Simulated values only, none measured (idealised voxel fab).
process module | voxel gate over fins
cross-section cut | 240 nm wide | cells 5 nm
A cross-section is a grid of square cells, given in bands from the top down. A band is one or more rows of cells.
Each band's line starts with the height of the band's top and of its bottom, in nm. Then come its materials from left to right, each with its width in nm. One material with "throughout" fills the band from edge to edge. "air" is empty space.
Height 0 is the level under which the wafer as received is all one material. The lowest band goes on downwards, as in "0 down".
A width such as "30 to 40" changes by the same amount from each row of cells to the next, from the band's top row to its bottom row.
"no change" after a step means that no cell of the cross-section changed.
closed voids: empty space of 8 cells or more with no open way to the top, each as width x height at its distance from the left edge, in nm
after a step's settings: what the simulator itself notes on the step
overlay nm, on a step with a mask: how far to the right of its planned place the mask lay; to the left if negative
plan
1 op RECEIVE | material Si
2 op CONFORMAL_DEP | material SiN | thk nm 5
3 op MASKED_ETCH | tone cover | mask id FINS | width nm 15 | pitch nm 40 | etch materials SiN | depth nm 5 | overlay nm 0
4 op MASKED_ETCH | tone cover | mask id FINS | width nm 15 | pitch nm 40 | etch materials Si | depth nm 40 | overlay nm 0
5 op OXIDIZE | depth nm 5
6 op FILL_DEP | material SiO2 | thk nm 15
7 op CMP | height nm 5
8 op SELECTIVE_ETCH | etch materials SiO2 | depth nm 15
9 op STRIP | etch materials SiN
10 op CONFORMAL_DEP | material HfO2 | thk nm 5
11 op CONFORMAL_DEP | material TiN | thk nm 5
12 op FILL_DEP | material W | thk nm 10
13 op CMP | height nm 15
14 op CONFORMAL_DEP | material SiCN | thk nm 5
as received, after step 1
  0 down: Si throughout
  closed voids: none
a wafer at the end: this start, this plan, one mistake
  20 to 15: SiCN throughout
  15 to 10: W throughout
  10 to 5: W 45 | TiN 25 | W 15 | TiN 25 | W 15 | TiN 25 | W 15 | TiN 25 | W 50
  5 to 0: W 35 | TiN 15 | HfO2 15 | TiN 5 | W 5 | TiN 15 | HfO2 15 | TiN 5 | W 5 | TiN 15 | HfO2 15 | TiN 5 | W 5 | TiN 15 | HfO2 15 | TiN 5 | W 50
  0 to -5: TiN 40 | HfO2 15 | Si 5 | HfO2 5 | TiN 15 | HfO2 15 | Si 5 | HfO2 5 | TiN 15 | HfO2 15 | Si 5 | HfO2 5 | TiN 15 | HfO2 15 | Si 5 | HfO2 5 | TiN 55
  -5 to -10: HfO2 45 | Si 15 | HfO2 25 | Si 15 | HfO2 25 | Si 15 | HfO2 25 | Si 15 | HfO2 60
  -10 to -45: SiO2 45 | Si 15 | SiO2 25 | Si 15 | SiO2 25 | Si 15 | SiO2 25 | Si 15 | SiO2 60
  -45 down: Si throughout
  closed voids: none
what went wrong: step 4 ran as: op MASKED_ETCH | tone cover | mask id FINS | width nm 15 | pitch nm 40 | etch materials Si | depth nm 40 | overlay nm -10
